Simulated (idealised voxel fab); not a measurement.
Title: Process Module voxel transistor to metal
cross-section cut | 145 nm wide | cells 5 nm
Just so we're on the same page, the cross-sections are grids of square cells, and they're listed out in bands top to bottom, each band one or more rows deep. It is stipulated that each band's entry specify, in nanometres, the height of the top of the band and then that of its bottom, followed by the materials of the band in left-to-right sequence, each together with its width in nanometres. A single material marked by the word "all across" is understood to fill the band from edge to edge; the word "empty" is understood to denote empty space. We count height from 0. Below that, the starting wafer is all one material. The lowest band never ends at the bottom but goes on down; see "top 0, no bottom" for how that is written. When a width is written as two numbers, as in "30->40", the first number is the width in the top row of cells of the band and the second is the width in its bottom row, and the width changes by the same amount from each row to the next. "no change occurred" means the step left every cell of the cross-section as it was. This entry, "Sealed void list", enumerates those empty regions of no fewer than 8 cells that possess no open connection to the top. Each region is reported in the form width x height at distance, the distance being taken from the left edge, with all three quantities expressed in nm. It should be noted that, on the line of a given step, the content following the step's settings is a remark produced by the simulator itself with respect to that step. When a step includes a mask, the "overlay nm" setting on its line states how far to the right of its planned place that mask lay, and negative values state how far to the left.

Process steps foreseen in the plan
- 1: RECEIVE: material Si
- 2: OXIDIZE: depth nm 5
- 3: CONFORMAL_DEP: material SiN, thk nm 10
- 4: MASKED_ETCH: tone cover, mask id ACTIVE, width nm 95, etch materials SiN, depth nm 10, overlay nm 0
- 5: MASKED_ETCH: tone cover, mask id ACTIVE, width nm 95, etch materials SiO2, depth nm 5, overlay nm -10
- 6: MASKED_ETCH: tone cover, mask id ACTIVE, width nm 95, etch materials Si, depth nm 20, overlay nm 0
- 7: FILL_DEP: material SiO2, thk nm 10
- 8: CMP: height nm 10
- 9: SELECTIVE_ETCH: etch materials SiO2, depth nm 5
- 10: STRIP: etch materials SiN
- 11: SELECTIVE_ETCH: etch materials SiO2, depth nm 5
- 12: OXIDIZE: depth nm 5
- 13: DIRECTIONAL_DEP: material polySi, thk nm 25
- 14: DIRECTIONAL_DEP: material SiCN, thk nm 10
- 15: MASKED_ETCH: tone cover, mask id GATE, width nm 25, etch materials SiCN, depth nm 20, overlay nm 0
- 16: MASKED_ETCH: tone cover, mask id GATE, width nm 25, etch materials polySi, depth nm 35, overlay nm 0
- 17: CONFORMAL_DEP: material SiN, thk nm 10
- 18: DIRECTIONAL_ETCH: etch materials SiN, depth nm 10
- 19: DIRECTIONAL_ETCH: etch materials SiO2, depth nm 5
- 20: DIRECTIONAL_ETCH: etch materials Si, depth nm 15
- 21: EPI: material SiGe, thk nm 20
- 22: FILL_DEP: material SiO2, thk nm 10
- 23: CMP: height nm 30
- 24: DIRECTIONAL_DEP: material SiO2, thk nm 15
- 25: DIRECTIONAL_DEP: material aC, thk nm 15
- 26: PATTERN: tone open, mask id CONTACT, material resist, width nm 25, pitch nm 60, thk nm 30, overlay nm 0
- 27: DIRECTIONAL_ETCH: etch materials aC, depth nm 15
- 28: STRIP: etch materials resist
- 29: DIRECTIONAL_ETCH: etch materials SiO2, depth nm 35
- 30: STRIP: etch materials aC
- 31: CONFORMAL_DEP: material TiN, thk nm 5
- 32: FILL_DEP: material Ru, thk nm 5
- 33: CMP: height nm 45
- 34: CONFORMAL_DEP: material SiN, thk nm 5
- 35: DIRECTIONAL_DEP: material SiO2, thk nm 20
- 36: PATTERN: tone open, mask id METAL_1, material resist, width nm 15, pitch nm 70, thk nm 15, overlay nm 0
- 37: DIRECTIONAL_ETCH: etch materials SiO2, depth nm 20
- 38: DIRECTIONAL_ETCH: etch materials SiN, depth nm 5
- 39: STRIP: etch materials resist
- 40: CONFORMAL_DEP: material TiN, thk nm 5
- 41: FILL_DEP: material W, thk nm 5
- 42: CMP: height nm 70
- 43: CONFORMAL_DEP: material SiCN, thk nm 5
The wafers in this document start out alike and differ in the overlay nm applied at step 5; the plan shows the value used for the first wafer.

Here's the first of the wafers in cross-section, just as we got it, i.e. after step 1
top 0, no bottom  Si all across
Sealed void list: none

So in this table every wafer gets its own row, and what you see is where it stands at the end of the module: for each material, how many cells it picked up (+) or gave up (-) since we received it, and after that its closed voids
overlay nm -10; +28 Ru; -106 Si; +39 SiCN; +64 SiGe; +55 SiN; +266 SiO2; +56 TiN; +8 W; +25 polySi; Sealed void list: none
overlay nm -5; +28 Ru; -109 Si; +39 SiCN; +64 SiGe; +55 SiN; +269 SiO2; +56 TiN; +8 W; +25 polySi; Sealed void list: none
overlay nm 0; +28 Ru; -112 Si; +39 SiCN; +64 SiGe; +55 SiN; +272 SiO2; +56 TiN; +8 W; +25 polySi; Sealed void list: none
overlay nm 5; +28 Ru; -109 Si; +39 SiCN; +64 SiGe; +55 SiN; +269 SiO2; +56 TiN; +8 W; +25 polySi; Sealed void list: none
overlay nm 10; +28 Ru; -106 Si; +39 SiCN; +64 SiGe; +55 SiN; +266 SiO2; +56 TiN; +8 W; +25 polySi; Sealed void list: none
